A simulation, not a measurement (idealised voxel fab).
Proc. module: voxel ribs on slabs
The cross-section shown here is cut; it is 285 nm wide and divided into square cells measuring 5 nm on a side.
Cross-section, as written here: a square-cell grid given band by band from the top down, where a band holds one or more rows of cells. What a band's entry tells you: where the top is and where the bottom is, as heights in nm, and after that what lies inside, material by material from left to right, each with its width in nm. Empty space is written as the word "blank", and a single material marked with the word "edge to edge" occupies the band from edge to edge. Heights from 0 (as-received wafer is one material below). Bottom band endless downward, as "0 and below". Read "30..40" as a graded width: first number on top, second number at the bottom, same change between each pair of neighbouring rows. Step marked "no modifications"? Then no cell in the cross-section changed in it. You'll see "Closed void catalog" listing empty spaces that have no way open to the top, as long as they're 8 cells or more; the notation is width x height at distance, where the distance is from the left edge, and all of it is in nm. Note: text after step settings on the step line = simulator remark on that step. The setting "overlay nm" may be written on the line of a step. When the step uses a mask, the value reports how far to the right of the planned place the mask lay, and a negative value reports that it lay to the left.
-- Listed below are the process steps as planned
step 1: RECEIVE with material Si
step 2: DIRECTIONAL_DEP with material SiO2, thk nm 25
step 3: DIRECTIONAL_DEP with material SiN, thk nm 15
step 4: PATTERN with tone cover, mask id RIB, material resist, width nm 30, thk nm 15, overlay nm 0
step 5: DIRECTIONAL_ETCH with etch materials SiN, depth nm 10
step 6: STRIP with etch materials resist
step 7: MASKED_ETCH with tone cover, mask id SLAB, width nm 70, etch materials SiN, depth nm 5, overlay nm 0
step 8: FILL_DEP with material SiO2, thk nm 25
step 9: CMP with height nm 60
step 10: DIRECTIONAL_DEP with material TiN, thk nm 10
step 11: DIRECTIONAL_DEP with material aC, thk nm 10
step 12: PATTERN with tone cover, mask id HEATER, material resist, width nm 40, thk nm 30, overlay nm 0
step 13: DIRECTIONAL_ETCH with etch materials aC, depth nm 10
step 14: STRIP with etch materials resist
step 15: DIRECTIONAL_ETCH with etch materials TiN, depth nm 10
step 16: STRIP with etch materials aC
step 17: CONFORMAL_DEP with material SiN, thk nm 5
-- as received, after step 1
    0 and below: Si edge to edge
    Closed void catalog: none
-- Sectioned view, first of two wafers, at the close of the module, processed as intended in the plan
    75 down to 70: blank=115 | SiN=50 | blank=120
    70 down to 65: blank=115 | SiN=5 | TiN=40 | SiN=5 | blank=120
    65 down to 60: SiN=120 | TiN=40 | SiN=125
    60 down to 40: SiO2 edge to edge
    40 down to 30: SiO2=125 | SiN=30 | SiO2=130
    30 down to 25: SiO2=105 | SiN=70 | SiO2=110
    25 down to 0: SiO2 edge to edge
    0 and below: Si edge to edge
    Closed void catalog: none
-- Wafer two cross-section, module end. Start and plan unchanged from wafer one; one mistake made during the run
    65 down to 60: blank=115 | SiN=50 | blank=120
    60 down to 55: blank=115 | SiN=5 | TiN=40 | SiN=5 | blank=120
    55 down to 50: SiN=120 | TiN=40 | SiN=125
    50 down to 40: SiO2 edge to edge
    40 down to 30: SiO2=125 | SiN=30 | SiO2=130
    30 down to 25: SiO2=105 | SiN=70 | SiO2=110
    25 down to 0: SiO2 edge to edge
    0 and below: Si edge to edge
    Closed void catalog: none
Against the plan, the run slipped here: step 9 ran as: CMP with height nm 50
The second wafer ends with more or fewer cells of some materials than the first, per final count: SiO2 -114
